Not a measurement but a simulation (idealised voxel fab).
The process module presented herein is designated voxel wiring stack.
Displayed cross-section: cut, width of 155 nm, square cells sized 5 nm.
Each cross-section below is a grid of square cells, stated as bands in top-down order, with one or more rows of cells making up each band.
The band entry comprises the height of the band's top followed by the height of its bottom, expressed in nm, and subsequently the band's materials from left to right, each stated together with its width in nm. Where a single material is marked with the word "full width", that material fills the band from edge to edge. The word "blank" represents empty space.
The reference from which all heights are counted is 0, the level beneath which the as-received wafer is entirely one material; the lowest band, having no lower bound, proceeds downward and is written after the example "0..down".
It should be noted that a width expressed as "30..40" varies in equal increments from row to row of cells within the band, taking the value of the first number at the top row and that of the second number at the bottom row.
Given "nothing altered" for a step, no cell of the cross-section differs between before and after that step.
You'll see "Enclosed internal voids" listing empty spaces that have no way open to the top, as long as they're 8 cells or more; the notation is width x height at distance, where the distance is from the left edge, and all of it is in nm.
Post-settings text on a step line: simulator's own remark regarding the step.
Regarding "overlay nm": on a step with a mask, it is the distance the mask lay to the right of its planned place; a negative value places it to the left.
The planned process steps are enumerated hereunder
1: RECEIVE | material Si
2: CONFORMAL_DEP | material SiO2 | thk nm 10
3: CONFORMAL_DEP | material SiN | thk nm 5
4: DIRECTIONAL_DEP | material SiO2 | thk nm 15
5: MASKED_ETCH | tone open | mask id METAL_1 | width nm 30 | pitch nm 60 | etch materials SiO2 | depth nm 15 | overlay nm 0
6: MASKED_ETCH | tone open | mask id METAL_1 | width nm 30 | pitch nm 60 | etch materials SiN | depth nm 5 | overlay nm 0
7: CONFORMAL_DEP | material TiN | thk nm 5
8: FILL_DEP | material Ru | thk nm 10
9: CMP | height nm 30
10: CONFORMAL_DEP | material SiCN | thk nm 5
11: DIRECTIONAL_DEP | material lowk | thk nm 15
12: DIRECTIONAL_DEP | material aC | thk nm 10
13: PATTERN | tone open | mask id PLUG_1 | material resist | width nm 15 | thk nm 30 | overlay nm 0
14: DIRECTIONAL_ETCH | etch materials aC | depth nm 10
15: STRIP | etch materials resist
16: DIRECTIONAL_ETCH | etch materials lowk | depth nm 15
17: DIRECTIONAL_ETCH | etch materials SiCN | depth nm 5
18: STRIP | etch materials aC
19: CONFORMAL_DEP | material TiN | thk nm 5
20: FILL_DEP | material Cu | thk nm 5
21: CMP | height nm 50
22: DIRECTIONAL_DEP | material TiN | thk nm 5
23: DIRECTIONAL_DEP | material W | thk nm 25
24: PATTERN | tone cover | mask id METAL_2 | material resist | width nm 30 | pitch nm 60 | thk nm 20 | overlay nm 0
25: DIRECTIONAL_ETCH | etch materials W | depth nm 25
26: DIRECTIONAL_ETCH | etch materials TiN | depth nm 5
27: STRIP | etch materials resist
28: FILL_DEP | material lowk | thk nm 10
29: CMP | height nm 80
30: CONFORMAL_DEP | material SiCN | thk nm 5
31: DIRECTIONAL_DEP | material SiO2 | thk nm 30
32: MASKED_ETCH | tone open | mask id METAL_3_HOLES | width nm 15 | etch materials SiO2 | depth nm 30 | overlay nm 0
33: MASKED_ETCH | tone open | mask id METAL_3 | width nm 30 | pitch nm 60 | etch materials SiO2 | depth nm 20 | overlay nm 0
34: MASKED_ETCH | tone open | mask id METAL_3 | width nm 30 | pitch nm 60 | etch materials SiCN | depth nm 5 | overlay nm -15
35: CONFORMAL_DEP | material TiN | thk nm 5
36: FILL_DEP | material Ru | thk nm 10
37: CMP | height nm 115
38: CONFORMAL_DEP | material SiCN | thk nm 5
39: DIRECTIONAL_DEP | material lowk | thk nm 10
40: PATTERN | tone open | mask id PLUG_3 | material resist | width nm 15 | pitch nm 60 | thk nm 15 | overlay nm 0
41: DIRECTIONAL_ETCH | etch materials lowk | depth nm 10
42: DIRECTIONAL_ETCH | etch materials SiCN | depth nm 5
43: STRIP | etch materials resist
44: EPI | material Ru | thk nm 10
45: EPI | material Ru | thk nm 5
46: CONFORMAL_DEP | material SiCN | thk nm 5
47: DIRECTIONAL_DEP | material lowk | thk nm 20
48: PATTERN | tone open | mask id METAL_4 | material resist | width nm 30 | pitch nm 60 | thk nm 15 | overlay nm 0
49: DIRECTIONAL_ETCH | etch materials lowk | depth nm 20
50: DIRECTIONAL_ETCH | etch materials SiCN | depth nm 5
51: STRIP | etch materials resist
52: CONFORMAL_DEP | material TiN | thk nm 5
53: FILL_DEP | material Cu | thk nm 5
54: CMP | height nm 155
55: CONFORMAL_DEP | material SiCN | thk nm 5
Where the wafers of this document differ is in the overlay nm of step 34; they start out the same, and the plan states the value that applied to the first wafer.
The first of several wafers, as received after step 1, seen in section
- 0..down | Si full width
- Enclosed internal voids: none
Wafer rows, end of module: cells per material gained (+) or lost (-) since receipt; closed voids last
overlay nm -15, +35 Cu, +69 Ru, +131 SiCN, +19 SiN, +251 SiO2, +103 TiN, +60 W, +324 lowk, Enclosed internal voids: none
overlay nm -10, +35 Cu, +69 Ru, +131 SiCN, +19 SiN, +251 SiO2, +103 TiN, +60 W, +324 lowk, Enclosed internal voids: none
overlay nm -5, +35 Cu, +69 Ru, +131 SiCN, +19 SiN, +251 SiO2, +103 TiN, +60 W, +324 lowk, Enclosed internal voids: none
overlay nm 0, +35 Cu, +69 Ru, +131 SiCN, +19 SiN, +251 SiO2, +103 TiN, +60 W, +324 lowk, Enclosed internal voids: none
overlay nm 5, +35 Cu, +68 Ru, +132 SiCN, +19 SiN, +251 SiO2, +103 TiN, +60 W, +324 lowk, Enclosed internal voids: none
overlay nm 10, +35 Cu, +68 Ru, +133 SiCN, +19 SiN, +251 SiO2, +102 TiN, +60 W, +324 lowk, Enclosed internal voids: none
overlay nm 15, +35 Cu, +68 Ru, +134 SiCN, +19 SiN, +251 SiO2, +101 TiN, +60 W, +324 lowk, Enclosed internal voids: none
